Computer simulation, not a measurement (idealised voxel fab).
process module | voxel transistor to metal
cross-section cut | 300 nm wide | cells 5 nm
A cross-section is a grid of square cells, given in bands from the top down. A band is one or more rows of cells.
Each band's line starts with the height of the band's top and of its bottom, in nm. Then come its materials from left to right, each with its width in nm. One material with "throughout" fills the band from edge to edge. "air" is empty space.
Height 0 is the level under which the wafer as received is all one material. The lowest band goes on downwards, as in "0 down".
A width such as "30 to 40" changes by the same amount from each row of cells to the next, from the band's top row to its bottom row.
"no change" after a step means that no cell of the cross-section changed.
closed voids: empty space of 8 cells or more with no open way to the top, each as width x height at its distance from the left edge, in nm
after a step's settings: what the simulator itself notes on the step
overlay nm, on a step with a mask: how far to the right of its planned place the mask lay; to the left if negative
plan
1 op RECEIVE | material Si
2 op CONFORMAL_DEP | material SiO2 | thk nm 5
3 op CONFORMAL_DEP | material SiN | thk nm 10
4 op DIRECTIONAL_DEP | material aC | thk nm 15
5 op PATTERN | tone cover | mask id ACTIVE | material resist | width nm 120 | pitch nm 140 | thk nm 30 | overlay nm 0
6 op DIRECTIONAL_ETCH | etch materials aC | depth nm 15
7 op STRIP | etch materials resist
8 op DIRECTIONAL_ETCH | etch materials SiN | depth nm 10
9 op DIRECTIONAL_ETCH | etch materials SiO2 | depth nm 5
10 op DIRECTIONAL_ETCH | etch materials Si | depth nm 20
11 op STRIP | etch materials aC
12 op OXIDIZE | depth nm 5
13 op FILL_DEP | material SiO2 | thk nm 10
14 op CMP | height nm 15
15 op SELECTIVE_ETCH | etch materials SiO2 | depth nm 10
16 op STRIP | etch materials SiN
17 op SELECTIVE_ETCH | etch materials SiO2 | depth nm 5
18 op OXIDIZE | depth nm 5
19 op DIRECTIONAL_DEP | material polySi | thk nm 25
20 op DIRECTIONAL_DEP | material SiCN | thk nm 15
21 op PATTERN | tone cover | mask id GATE | material resist | width nm 30 | pitch nm 140 | thk nm 15 | overlay nm 0
22 op DIRECTIONAL_ETCH | etch materials SiCN | depth nm 25
23 op DIRECTIONAL_ETCH | etch materials polySi | depth nm 35
24 op STRIP | etch materials resist
25 op CONFORMAL_DEP | material SiN | thk nm 5
26 op DIRECTIONAL_ETCH | etch materials SiN | depth nm 5
27 op DIRECTIONAL_ETCH | etch materials SiO2 | depth nm 5
28 op DIRECTIONAL_ETCH | etch materials Si | depth nm 5
29 op EPI | material nSi | thk nm 10
30 op FILL_DEP | material SiO2 | thk nm 10
31 op CMP | height nm 25
32 op STRIP | etch materials polySi
33 op SELECTIVE_ETCH | etch materials SiO2 | depth nm 5
34 op CONFORMAL_DEP | material HfO2 | thk nm 5
35 op CONFORMAL_DEP | material TiN | thk nm 5
36 op FILL_DEP | material W | thk nm 10
37 op CMP | height nm 20
38 op DIRECTIONAL_DEP | material SiO2 | thk nm 10
39 op DIRECTIONAL_DEP | material aC | thk nm 10
40 op PATTERN | tone open | mask id CONTACT | material resist | width nm 20 | thk nm 30 | overlay nm 0
41 op DIRECTIONAL_ETCH | etch materials aC | depth nm 10
42 op STRIP | etch materials resist
43 op DIRECTIONAL_ETCH | etch materials SiO2 | depth nm 30
44 op STRIP | etch materials aC
45 op CONFORMAL_DEP | material TiN | thk nm 5
46 op FILL_DEP | material W | thk nm 10
47 op CMP | height nm 30
48 op CONFORMAL_DEP | material SiN | thk nm 5
49 op DIRECTIONAL_DEP | material SiO2 | thk nm 15
50 op PATTERN | tone open | mask id METAL_1 | material resist | width nm 20 | thk nm 15 | overlay nm 0
51 op DIRECTIONAL_ETCH | etch materials SiO2 | depth nm 15
52 op DIRECTIONAL_ETCH | etch materials SiN | depth nm 5
53 op STRIP | etch materials resist
54 op CONFORMAL_DEP | material TiN | thk nm 5
55 op FILL_DEP | material Ru | thk nm 5
56 op CMP | height nm 50
57 op EPI | material Ru | thk nm 5
58 op FILL_DEP | material SiCN | thk nm 5
59 op DIRECTIONAL_DEP | material SiO2 | thk nm 30
60 op DIRECTIONAL_DEP | material aC | thk nm 10
61 op PATTERN | tone open | mask id METAL_2 | material resist | width nm 20 | pitch nm 140 | thk nm 30 | overlay nm 0
62 op DIRECTIONAL_ETCH | etch materials aC | depth nm 10
63 op STRIP | etch materials resist
64 op DIRECTIONAL_ETCH | etch materials SiO2 | depth nm 15
65 op STRIP | etch materials aC
66 op MASKED_ETCH | tone open | mask id METAL_2_HOLES | width nm 15 | pitch nm 140 | etch materials SiO2 | depth nm 15 | overlay nm 0
67 op MASKED_ETCH | tone open | mask id METAL_2_HOLES | width nm 15 | pitch nm 140 | etch materials SiCN | depth nm 5 | overlay nm 0
68 op CONFORMAL_DEP | material TiN | thk nm 5
69 op FILL_DEP | material Cu | thk nm 5
70 op CMP | height nm 90
71 op CONFORMAL_DEP | material SiN | thk nm 5
as received, after step 1
  0 down: Si throughout
  closed voids: none
first wafer at the end, as planned
  95 to 90: SiN throughout
  90 to 80: SiO2 30 | TiN 5 | Cu 10 | TiN 5 | SiO2 120 | TiN 5 | Cu 10 | TiN 5 | SiO2 110
  80 to 75: SiO2 30 | TiN 5 | Cu 5 | TiN 10 | SiO2 120 | TiN 5 | Cu 5 | TiN 10 | SiO2 110
  75 to 60: SiO2 30 | TiN 5 | Cu 5 | TiN 5 | SiO2 125 | TiN 5 | Cu 5 | TiN 5 | SiO2 115
  60 to 55: SiCN 30 | TiN 15 | SiCN 125 | TiN 15 | SiCN 115
  55 to 50: SiCN 25 | Ru 30 | SiCN 50 | Ru 30 | SiCN 30 | Ru 30 | SiCN 50 | Ru 30 | SiCN 25
  50 to 35: SiO2 30 | TiN 5 | Ru 10 | TiN 5 | SiO2 60 | TiN 5 | Ru 10 | TiN 5 | SiO2 40 | TiN 5 | Ru 10 | TiN 5 | SiO2 60 | TiN 5 | Ru 10 | TiN 5 | SiO2 30
  35 to 30: SiN 30 | TiN 20 | SiN 60 | TiN 20 | SiN 40 | TiN 20 | SiN 60 | TiN 20 | SiN 30
  30 to 20: SiO2 30 | TiN 5 | W 10 | TiN 5 | SiO2 60 | TiN 5 | W 10 | TiN 5 | SiO2 40 | TiN 5 | W 10 | TiN 5 | SiO2 60 | TiN 5 | W 10 | TiN 5 | SiO2 30
  20 to 5: SiO2 30 | TiN 5 | W 10 | TiN 5 | SiO2 10 | SiN 5 | HfO2 5 | TiN 5 | W 10 | TiN 5 | HfO2 5 | SiN 5 | SiO2 10 | TiN 5 | W 10 | TiN 5 | SiO2 40 | TiN 5 | W 10 | TiN 5 | SiO2 10 | SiN 5 | HfO2 5 | TiN 5 | W 10 | TiN 5 | HfO2 5 | SiN 5 | SiO2 10 | TiN 5 | W 10 | TiN 5 | SiO2 30
  5 to 0: SiO2 30 | TiN 20 | nSi 10 | SiN 5 | HfO2 5 | TiN 20 | HfO2 5 | SiN 5 | nSi 10 | TiN 20 | SiO2 40 | TiN 20 | nSi 10 | SiN 5 | HfO2 5 | TiN 20 | HfO2 5 | SiN 5 | nSi 10 | TiN 20 | SiO2 30
  0 to -5: SiO2 20 | nSi 40 | HfO2 40 | nSi 40 | SiO2 20 | nSi 40 | HfO2 40 | nSi 40 | SiO2 20
  -5 to -10: SiO2 25 | nSi 35 | Si 40 | nSi 35 | SiO2 30 | nSi 35 | Si 40 | nSi 35 | SiO2 25
  -10 to -25: SiO2 25 | Si 110 | SiO2 30 | Si 110 | SiO2 25
  -25 down: Si throughout
  closed voids: none
second wafer at the end: like start, like plan, one mistake
  95 to 90: SiN throughout
  90 to 80: SiO2 30 | TiN 5 | Cu 15 | TiN 5 | SiO2 115 | TiN 5 | Cu 15 | TiN 5 | SiO2 105
  80 to 75: SiO2 30 | TiN 25 | SiO2 115 | TiN 25 | SiO2 105
  75 to 60: SiO2 40 | TiN 10 | SiO2 130 | TiN 10 | SiO2 110
  60 to 55: SiCN 40 | TiN 5 | SiCN 135 | TiN 5 | SiCN 115
  55 to 50: SiCN 25 | Ru 30 | SiCN 50 | Ru 30 | SiCN 30 | Ru 30 | SiCN 50 | Ru 30 | SiCN 25
  50 to 35: SiO2 30 | TiN 5 | Ru 10 | TiN 5 | SiO2 60 | TiN 5 | Ru 10 | TiN 5 | SiO2 40 | TiN 5 | Ru 10 | TiN 5 | SiO2 60 | TiN 5 | Ru 10 | TiN 5 | SiO2 30
  35 to 30: SiN 30 | TiN 20 | SiN 60 | TiN 20 | SiN 40 | TiN 20 | SiN 60 | TiN 20 | SiN 30
  30 to 20: SiO2 30 | TiN 5 | W 10 | TiN 5 | SiO2 60 | TiN 5 | W 10 | TiN 5 | SiO2 40 | TiN 5 | W 10 | TiN 5 | SiO2 60 | TiN 5 | W 10 | TiN 5 | SiO2 30
  20 to 5: SiO2 30 | TiN 5 | W 10 | TiN 5 | SiO2 10 | SiN 5 | HfO2 5 | TiN 5 | W 10 | TiN 5 | HfO2 5 | SiN 5 | SiO2 10 | TiN 5 | W 10 | TiN 5 | SiO2 40 | TiN 5 | W 10 | TiN 5 | SiO2 10 | SiN 5 | HfO2 5 | TiN 5 | W 10 | TiN 5 | HfO2 5 | SiN 5 | SiO2 10 | TiN 5 | W 10 | TiN 5 | SiO2 30
  5 to 0: SiO2 30 | TiN 20 | nSi 10 | SiN 5 | HfO2 5 | TiN 20 | HfO2 5 | SiN 5 | nSi 10 | TiN 20 | SiO2 40 | TiN 20 | nSi 10 | SiN 5 | HfO2 5 | TiN 20 | HfO2 5 | SiN 5 | nSi 10 | TiN 20 | SiO2 30
  0 to -5: SiO2 20 | nSi 40 | HfO2 40 | nSi 40 | SiO2 20 | nSi 40 | HfO2 40 | nSi 40 | SiO2 20
  -5 to -10: SiO2 25 | nSi 35 | Si 40 | nSi 35 | SiO2 30 | nSi 35 | Si 40 | nSi 35 | SiO2 25
  -10 to -25: SiO2 25 | Si 110 | SiO2 30 | Si 110 | SiO2 25
  -25 down: Si throughout
  closed voids: none
what went wrong: step 66 ran as: op MASKED_ETCH | tone open | mask id METAL_2_HOLES | width nm 15 | pitch nm 140 | etch materials SiO2 | depth nm 15 | overlay nm 10
at the end the second wafer has, in cells: 4 fewer of Cu | 4 more of SiCN
